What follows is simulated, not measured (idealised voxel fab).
The process module presented herein is designated voxel air gaps.
Cross-section cut spans 190 nm and uses square cells 5 nm in size.
Cross-section, as written here: a square-cell grid given band by band from the top down, where a band holds one or more rows of cells.
For a band, the entry starts with two heights in nm, that of the top and then that of the bottom, and carries on with the band's materials in order from left to right, each alongside its width in nm; the word "throughout" beside a single material means it fills the band edge to edge, and "empty" means empty space.
Note: height 0 marks the level under which the wafer is uniformly one material as received. Lowest band unbounded below, written "top 0, no bottom".
Graded width ("30 to 40"): value in top row of band = first number; value in bottom row = second number; row-to-row change constant.
"remains unaltered" means the step left every cell of the cross-section as it was.
Empty spaces without an open route to the top, at least 8 cells in extent, make up the entry "Sealed-off cavities"; each is given as width x height at distance, where the distance is measured from the left edge, and all are in nm.
Anything after a step's settings on that line? It's the simulator's own note about the step.
overlay nm: step with mask; distance mask lay right of planned place; negative value = left of planned place.
# Below is the list of planned process steps
| 1 | RECEIVE | material Si |
| 2 | CONFORMAL_DEP | material SiO2 | thk nm 5 |
| 3 | CONFORMAL_DEP | material SiCN | thk nm 5 |
| 4 | DIRECTIONAL_DEP | material SiO2 | thk nm 30 |
| 5 | PATTERN | tone open | mask id LINES | material resist | width nm 15 | pitch nm 45 | thk nm 20 | overlay nm 0 |
| 6 | DIRECTIONAL_ETCH | etch materials SiO2 | depth nm 30 |
| 7 | STRIP | etch materials resist |
| 8 | CONFORMAL_DEP | material TiN | thk nm 5 |
| 9 | FILL_DEP | material W | thk nm 5 |
| 10 | CMP | height nm 50 |
| 11 | EPI | material Ru | thk nm 10 |
| 12 | SELECTIVE_ETCH | etch materials SiO2 | depth nm 40 |
| 13 | CONFORMAL_DEP | material SiCN | thk nm 5 |
All wafers enter the flow in the same state. The thk nm at step 2 differs from wafer to wafer, and the plan gives the value for the first wafer.
# As received, i.e. after step 1: cross-section through the first of several wafers
    top 0, no bottom  Si throughout
    Sealed-off cavities: none
# Every row in this table is a wafer at the end of the module, and it gives, for each of the materials, the cells that wafer has gained (+) or lost (-) since it was received, then its closed voids
thk nm 5 | +76 Ru | +76 SiCN | +212 SiO2 | +74 TiN | +56 W | Sealed-off cavities: none
thk nm 10 | +76 Ru | +76 SiCN | +250 SiO2 | +74 TiN | +18 W | Sealed-off cavities: none
thk nm 15 | +42 Ru | +148 SiCN | +114 SiO2 | +39 TiN | +15 W | Sealed-off cavities: 20 x 20 at 60; 20 x 20 at 105
thk nm 20 | +42 Ru | +142 SiCN | +152 SiO2 | +33 TiN | +12 W | Sealed-off cavities: 20 x 15 at 60; 20 x 15 at 105
thk nm 25 | +42 Ru | +136 SiCN | +190 SiO2 | +27 TiN | +9 W | Sealed-off cavities: 20 x 10 at 60; 20 x 10 at 105
thk nm 30 | +42 Ru | +130 SiCN | +228 SiO2 | +21 TiN | +6 W | Sealed-off cavities: none
